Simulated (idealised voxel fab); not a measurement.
Presented below is a process module, voxel wiring stack.
Each square cell in cross-section cut measures 5 nm, and the section as a whole is 155 nm wide.
In what follows, cross-sections appear as grids of square cells, described through bands that run from the top down, where every band is one or more rows of cells. Read a band's entry like this: the first values are the height of its top and the height of its bottom in nm, and what follows is the sequence of materials from left to right, each with its width in nm. Note that "blank" is empty space, and that a single material marked "full width" reaches across the band from edge to edge. Basically, 0 is our baseline, since under it the wafer straight out of the box is all one material. The bottom band has no lower end and keeps on going down, so it looks like "top 0, no bottom". The two numbers in a width such as "30..40" mark its ends across the band: the first belongs to the top row of cells, the second to the bottom row, and from each row to the next the width moves by the same amount. For the purposes of this document, the phrase "all unchanged" attached to a step denotes that no cell within the cross-section was modified by that step. The list in "Closed void list" covers empty spaces of 8 cells or more that cannot reach the top through any open way, and it gives each as width x height at distance; the distance is from the left edge, and width, height and distance are in nm. Step line, after settings: the simulator's comment on this step. The "overlay nm" setting may appear on a step's line; for a step that uses a mask, it gives how far to the right of its planned position the mask lay, and a negative value indicates the left.
# Intended process steps
1,RECEIVE: material Si
2,CONFORMAL_DEP: material SiO2, thk nm 15
3,CONFORMAL_DEP: material SiCN, thk nm 5
4,DIRECTIONAL_DEP: material lowk, thk nm 20
5,PATTERN: tone open, mask id METAL_1, material resist, width nm 20, pitch nm 40, thk nm 20, overlay nm 0
6,DIRECTIONAL_ETCH: etch materials lowk, depth nm 20
7,DIRECTIONAL_ETCH: etch materials SiCN, depth nm 5
8,STRIP: etch materials resist
9,CONFORMAL_DEP: material TiN, thk nm 5
10,FILL_DEP: material W, thk nm 10
11,CMP: height nm 40
12,CONFORMAL_DEP: material SiCN, thk nm 5
13,DIRECTIONAL_DEP: material lowk, thk nm 15
14,MASKED_ETCH: tone open, mask id PLUG_1, width nm 15, pitch nm 40, etch materials lowk, depth nm 15, overlay nm 0
15,MASKED_ETCH: tone open, mask id PLUG_1, width nm 15, pitch nm 40, etch materials SiCN, depth nm 5, overlay nm 0
16,EPI: material Ru, thk nm 10
17,EPI: material Ru, thk nm 10
18,CONFORMAL_DEP: material SiCN, thk nm 5
19,DIRECTIONAL_DEP: material SiO2, thk nm 25
20,DIRECTIONAL_DEP: material aC, thk nm 10
21,PATTERN: tone open, mask id METAL_2, material resist, width nm 20, pitch nm 40, thk nm 25, overlay nm 0
22,DIRECTIONAL_ETCH: etch materials aC, depth nm 10
23,STRIP: etch materials resist
24,DIRECTIONAL_ETCH: etch materials SiO2, depth nm 25
25,DIRECTIONAL_ETCH: etch materials SiCN, depth nm 5
26,STRIP: etch materials aC
27,CONFORMAL_DEP: material TiN, thk nm 5
28,FILL_DEP: material W, thk nm 10
29,CMP: height nm 90
30,CONFORMAL_DEP: material SiCN, thk nm 5
31,DIRECTIONAL_DEP: material SiO2, thk nm 15
32,MASKED_ETCH: tone open, mask id PLUG_2, width nm 15, pitch nm 40, etch materials SiO2, depth nm 15, overlay nm 0
33,MASKED_ETCH: tone open, mask id PLUG_2, width nm 15, pitch nm 40, etch materials SiCN, depth nm 5, overlay nm 0
34,EPI: material Ru, thk nm 10
35,EPI: material Ru, thk nm 10
36,CONFORMAL_DEP: material SiCN, thk nm 5
37,DIRECTIONAL_DEP: material lowk, thk nm 15
38,DIRECTIONAL_DEP: material aC, thk nm 10
39,PATTERN: tone open, mask id METAL_3, material resist, width nm 20, pitch nm 40, thk nm 30, overlay nm 0
40,DIRECTIONAL_ETCH: etch materials aC, depth nm 10
41,STRIP: etch materials resist
42,DIRECTIONAL_ETCH: etch materials lowk, depth nm 15
43,DIRECTIONAL_ETCH: etch materials SiCN, depth nm 5
44,STRIP: etch materials aC
45,CONFORMAL_DEP: material TiN, thk nm 5
46,FILL_DEP: material Cu, thk nm 5
47,CMP: height nm 130
48,EPI: material Ru, thk nm 5
49,FILL_DEP: material SiCN, thk nm 5
# Wafer cross-section on receipt, i.e. after step 1
* top 0, no bottom  Si full width
* Closed void list: none
# What the wafer looks like in cross-section after this module, when it starts as shown above and follows the plan above but one mistake is made in running it
* top 140, bottom 135  SiCN full width
* top 135, bottom 130  20 SiCN, then 30 Ru, then 10 SiCN, then 30 Ru, then 10 SiCN, then 30 Ru, then 25 SiCN
* top 130, bottom 115  25 lowk, then 5 TiN, then 10 Cu, then 5 TiN, then 20 lowk, then 5 TiN, then 10 Cu, then 5 TiN, then 20 lowk, then 5 TiN, then 10 Cu, then 5 TiN, then 30 lowk
* top 115, bottom 110  25 SiCN, then 20 TiN, then 20 SiCN, then 20 TiN, then 20 SiCN, then 20 TiN, then 30 SiCN
* top 110, bottom 95  25 SiO2, then 15 Ru, then 25 SiO2, then 15 Ru, then 25 SiO2, then 15 Ru, then 35 SiO2
* top 95, bottom 90  25 SiCN, then 15 Ru, then 25 SiCN, then 15 Ru, then 25 SiCN, then 15 Ru, then 35 SiCN
* top 90, bottom 65  25 SiO2, then 5 TiN, then 10 W, then 5 TiN, then 20 SiO2, then 5 TiN, then 10 W, then 5 TiN, then 20 SiO2, then 5 TiN, then 10 W, then 5 TiN, then 30 SiO2
* top 65, bottom 60  25 SiCN, then 20 TiN, then 20 SiCN, then 20 TiN, then 20 SiCN, then 20 TiN, then 30 SiCN
* top 60, bottom 45  25 lowk, then 15 Ru, then 25 lowk, then 15 Ru, then 25 lowk, then 15 Ru, then 35 lowk
* top 45, bottom 40  25 SiCN, then 15 Ru, then 25 SiCN, then 15 Ru, then 25 SiCN, then 15 Ru, then 35 SiCN
* top 40, bottom 20  30 lowk, then 5 TiN, then 5 W, then 5 TiN, then 25 lowk, then 5 TiN, then 5 W, then 5 TiN, then 25 lowk, then 5 TiN, then 5 W, then 5 TiN, then 30 lowk
* top 20, bottom 15  30 SiCN, then 15 TiN, then 25 SiCN, then 15 TiN, then 25 SiCN, then 15 TiN, then 30 SiCN
* top 15, bottom 0  SiO2 full width
* top 0, no bottom  Si full width
* Closed void list: none
Want to know what went wrong? not per plan at step 5, really ran PATTERN: tone open, mask id METAL_1, material resist, width nm 15, pitch nm 40, thk nm 20, overlay nm 0
